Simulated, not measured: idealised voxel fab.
process module | voxel lift off
cross-section cut | 275 nm wide | cells 5 nm
A cross-section is a grid of square cells, given in bands from the top down. A band is one or more rows of cells.
Each band's line starts with the height of the band's top and of its bottom, in nm. Then come its materials from left to right, each with its width in nm. One material with "throughout" fills the band from edge to edge. "air" is empty space.
Height 0 is the level under which the wafer as received is all one material. The lowest band goes on downwards, as in "0 down".
A width such as "30 to 40" changes by the same amount from each row of cells to the next, from the band's top row to its bottom row.
"no change" after a step means that no cell of the cross-section changed.
closed voids: empty space of 8 cells or more with no open way to the top, each as width x height at its distance from the left edge, in nm
after a step's settings: what the simulator itself notes on the step
overlay nm, on a step with a mask: how far to the right of its planned place the mask lay; to the left if negative
plan
1 op RECEIVE | material Si
2 op CONFORMAL_DEP | material Al2O3 | thk nm 10
3 op PATTERN | tone open | mask id LINES | material resist | width nm 15 | pitch nm 45 | thk nm 25 | overlay nm 0
4 op DIRECTIONAL_DEP | material Ru | thk nm 15
5 op STRIP | etch materials resist
6 op CONFORMAL_DEP | material SiN | thk nm 10
first wafer, as planned
as received, after step 1
  0 down: Si throughout
  closed voids: none
after step 2
  10 to 0: Al2O3 throughout
  below 0: unchanged
after step 3
  35 to 10: resist 105 | air 15 | resist 30 | air 15 | resist 110
  below 10: unchanged
after step 4
  50 to 35: Ru 105 | air 15 | Ru 30 | air 15 | Ru 110
  35 to 25: resist 105 | air 15 | resist 30 | air 15 | resist 110
  25 to 10: resist 105 | Ru 15 | resist 30 | Ru 15 | resist 110
  below 10: unchanged
after step 5
  25 to 10: air 105 | Ru 15 | air 30 | Ru 15 | air 110
  below 10: unchanged
after step 6
  35 to 25: air 95 | SiN 35 | air 10 | SiN 35 | air 100
  25 to 20: air 95 | SiN 10 | Ru 15 | SiN 10 | air 10 | SiN 10 | Ru 15 | SiN 10 | air 100
  20 to 10: SiN 105 | Ru 15 | SiN 30 | Ru 15 | SiN 110
  below 10: unchanged
second wafer: like start, like plan, one mistake. Through step 3 it matches the first wafer
when step 4 should have ended
  50 to 35: SiN 105 | air 15 | SiN 30 | air 15 | SiN 110
  35 to 25: resist 105 | air 15 | resist 30 | air 15 | resist 110
  25 to 10: resist 105 | SiN 15 | resist 30 | SiN 15 | resist 110
  below 10: unchanged
when step 5 should have ended
  25 to 10: air 105 | SiN 15 | air 30 | SiN 15 | air 110
  below 10: unchanged
when step 6 should have ended
  35 to 20: air 95 | SiN 35 | air 10 | SiN 35 | air 100
  20 to 10: SiN throughout
  below 10: unchanged
what went wrong: step 4 ran as: op DIRECTIONAL_DEP | material SiN | thk nm 15
at the end the second wafer has, in cells: 18 fewer of Ru | 18 more of SiN
